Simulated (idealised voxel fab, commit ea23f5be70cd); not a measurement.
Title: Process Module voxel self aligned vias
Square cell edge 5 nm, section width 175 nm, ID cut.
Think of the cross-section as a grid of square cells. We describe it in bands, top to bottom, and each band covers one or more rows of those cells.
Band: top height; bottom height; in nm. Then, left to right: material with width in nm, for each material. "everywhere": a single material spanning edge to edge. "air": empty space.
Beneath 0, the wafer as received is one material, and that level is where height counting begins. The lowest band goes on downward without a bottom; it is written like "0 down".
Width: "30..40" (first number = top row, second number = bottom row, same change from row to row of cells).
Key: "changes: none" - step with no changed cell in the cross-section.
"Unvented internal voids": sealed empty spaces, 8 cells or more, no open way to top, listed width x height at distance, with distance from the left edge and width, height and distance in nm.
If you see something after the settings on a step's line, that's the simulator's own remark about that step.
If you see "overlay nm" on a step's line and that step has a mask, it's telling you how far right of where it was planned the mask ended up; a negative number means it went left instead.
PROCESS STEPS (PLANNED)
1. RECEIVE | material Si
2. CONFORMAL_DEP | material SiO2 | thk nm 15
3. CONFORMAL_DEP | material SiCN | thk nm 5
4. DIRECTIONAL_DEP | material lowk | thk nm 20
5. PATTERN | tone open | mask id LINES | material resist | width nm 20 | pitch nm 70 | thk nm 15 | overlay nm 0
6. DIRECTIONAL_ETCH | etch materials lowk | depth nm 20
7. STRIP | etch materials resist
8. CONFORMAL_DEP | material TiN | thk nm 5
9. FILL_DEP | material Ru | thk nm 10
10. CMP | height nm 40
11. SELECTIVE_ETCH | etch materials W Ru TiN | depth nm 5
12. FILL_DEP | material SiN | thk nm 10
13. CMP | height nm 40
14. DIRECTIONAL_DEP | material lowk | thk nm 20
15. PATTERN | tone open | mask id VIAS | material resist | width nm 40 | thk nm 20 | overlay nm -15
16. DIRECTIONAL_ETCH | etch materials lowk | depth nm 20
17. DIRECTIONAL_ETCH | etch materials SiN | depth nm 5
18. STRIP | etch materials resist
19. CONFORMAL_DEP | material TiN | thk nm 5
20. FILL_DEP | material W | thk nm 5
21. CMP | height nm 60
22. CONFORMAL_DEP | material SiCN | thk nm 5
Where the wafers of this document differ is in the overlay nm of step 15; they start out the same, and the plan states the value that applied to the first wafer.
RECEIVED CONDITION OF THE FIRST OF SEVERAL WAFERS, SECTIONED: POST-STEP 1
  0 down: Si everywhere
  Unvented internal voids: none
AFTER THE MODULE'S FINAL STEP, STEP 22: THE FIRST OF SEVERAL WAFERS IN CROSS-SECTION
  65 to 60: SiCN everywhere
  60 to 45: 15 nm lowk; 5 nm TiN; 30 nm W; 5 nm TiN; 120 nm lowk
  45 to 40: 15 nm lowk; 30 nm TiN; 5 nm W; 5 nm TiN; 120 nm lowk
  40 to 35: 40 nm lowk; 15 nm TiN; 5 nm SiN; 50 nm lowk; 20 nm SiN; 45 nm lowk
  35 to 25: 40 nm lowk; 5 nm TiN; 10 nm Ru; 5 nm TiN; 50 nm lowk; 5 nm TiN; 10 nm Ru; 5 nm TiN; 45 nm lowk
  25 to 20: 40 nm lowk; 20 nm TiN; 50 nm lowk; 20 nm TiN; 45 nm lowk
  20 to 15: SiCN everywhere
  15 to 0: SiO2 everywhere
  0 down: Si everywhere
  Unvented internal voids: none
LAST WAFER OF THE SET, CROSS-SECTIONED AT END OF MODULE
  65 to 60: SiCN everywhere
  60 to 45: 45 nm lowk; 5 nm TiN; 30 nm W; 5 nm TiN; 90 nm lowk
  45 to 40: 45 nm lowk; 5 nm TiN; 5 nm W; 30 nm TiN; 90 nm lowk
  40 to 35: 40 nm lowk; 5 nm SiN; 15 nm TiN; 50 nm lowk; 20 nm SiN; 45 nm lowk
  35 to 25: 40 nm lowk; 5 nm TiN; 10 nm Ru; 5 nm TiN; 50 nm lowk; 5 nm TiN; 10 nm Ru; 5 nm TiN; 45 nm lowk
  25 to 20: 40 nm lowk; 20 nm TiN; 50 nm lowk; 20 nm TiN; 45 nm lowk
  20 to 15: SiCN everywhere
  15 to 0: SiO2 everywhere
  0 down: Si everywhere
  Unvented internal voids: none
WHAT FOLLOWS IS A TABLE IN WHICH EACH WAFER OCCUPIES A ROW; FOR THE WAFER AS IT STANDS AT THE CLOSE OF THE MODULE, THE ROW STATES, MATERIAL BY MATERIAL, HOW MANY CELLS HAVE BEEN GAINED (+) OR LOST (-) SINCE RECEIPT, AND THEN GIVES ITS CLOSED VOIDS
overlay nm -15 | +8 Ru | +70 SiCN | +5 SiN | +105 SiO2 | +32 TiN | +19 W | +216 lowk | Unvented internal voids: none
overlay nm -10 | +8 Ru | +70 SiCN | +4 SiN | +105 SiO2 | +32 TiN | +20 W | +216 lowk | Unvented internal voids: none
overlay nm -5 | +8 Ru | +70 SiCN | +4 SiN | +105 SiO2 | +32 TiN | +20 W | +216 lowk | Unvented internal voids: none
overlay nm 0 | +8 Ru | +70 SiCN | +4 SiN | +105 SiO2 | +32 TiN | +20 W | +216 lowk | Unvented internal voids: none
overlay nm 5 | +8 Ru | +70 SiCN | +4 SiN | +105 SiO2 | +32 TiN | +20 W | +216 lowk | Unvented internal voids: none
overlay nm 10 | +8 Ru | +70 SiCN | +4 SiN | +105 SiO2 | +32 TiN | +20 W | +216 lowk | Unvented internal voids: none
overlay nm 15 | +8 Ru | +70 SiCN | +5 SiN | +105 SiO2 | +32 TiN | +19 W | +216 lowk | Unvented internal voids: none
